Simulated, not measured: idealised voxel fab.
process module | voxel ribs on slabs
cross-section cut | 155 nm wide | cells 5 nm
A cross-section is a grid of square cells, given in bands from the top down. A band is one or more rows of cells.
Each band's line starts with the height of the band's top and of its bottom, in nm. Then come its materials from left to right, each with its width in nm. One material with "throughout" fills the band from edge to edge. "air" is empty space.
Height 0 is the level under which the wafer as received is all one material. The lowest band goes on downwards, as in "0 down".
A width such as "30 to 40" changes by the same amount from each row of cells to the next, from the band's top row to its bottom row.
"no change" after a step means that no cell of the cross-section changed.
closed voids: empty space of 8 cells or more with no open way to the top, each as width x height at its distance from the left edge, in nm
after a step's settings: what the simulator itself notes on the step
overlay nm, on a step with a mask: how far to the right of its planned place the mask lay; to the left if negative
plan
1 op RECEIVE | material Si
2 op DIRECTIONAL_DEP | material SiO2 | thk nm 25
3 op DIRECTIONAL_DEP | material SiN | thk nm 20
4 op PATTERN | tone cover | mask id RIB | material resist | width nm 20 | thk nm 20 | overlay nm 0
5 op DIRECTIONAL_ETCH | etch materials SiN | depth nm 10
6 op STRIP | etch materials resist
7 op MASKED_ETCH | tone cover | mask id SLAB | width nm 60 | etch materials SiN | depth nm 10 | overlay nm 0
8 op FILL_DEP | material SiO2 | thk nm 25
9 op CMP | height nm 60
10 op DIRECTIONAL_DEP | material TiN | thk nm 5
11 op MASKED_ETCH | tone cover | mask id HEATER | width nm 30 | etch materials TiN | depth nm 5 | overlay nm 0
12 op CONFORMAL_DEP | material SiO2 | thk nm 5
as received, after step 1
  0 down: Si throughout
  closed voids: none
a wafer at the end: this start, this plan, one mistake
  70 to 65: air 55 | SiO2 40 | air 60
  65 to 60: SiO2 60 | TiN 30 | SiO2 65
  60 to 35: SiO2 throughout
  35 to 25: SiO2 45 | SiN 20 | SiO2 20 | SiN 20 | SiO2 50
  25 to 0: SiO2 throughout
  0 down: Si throughout
  closed voids: none
what went wrong: steps 3 and 4 were swapped
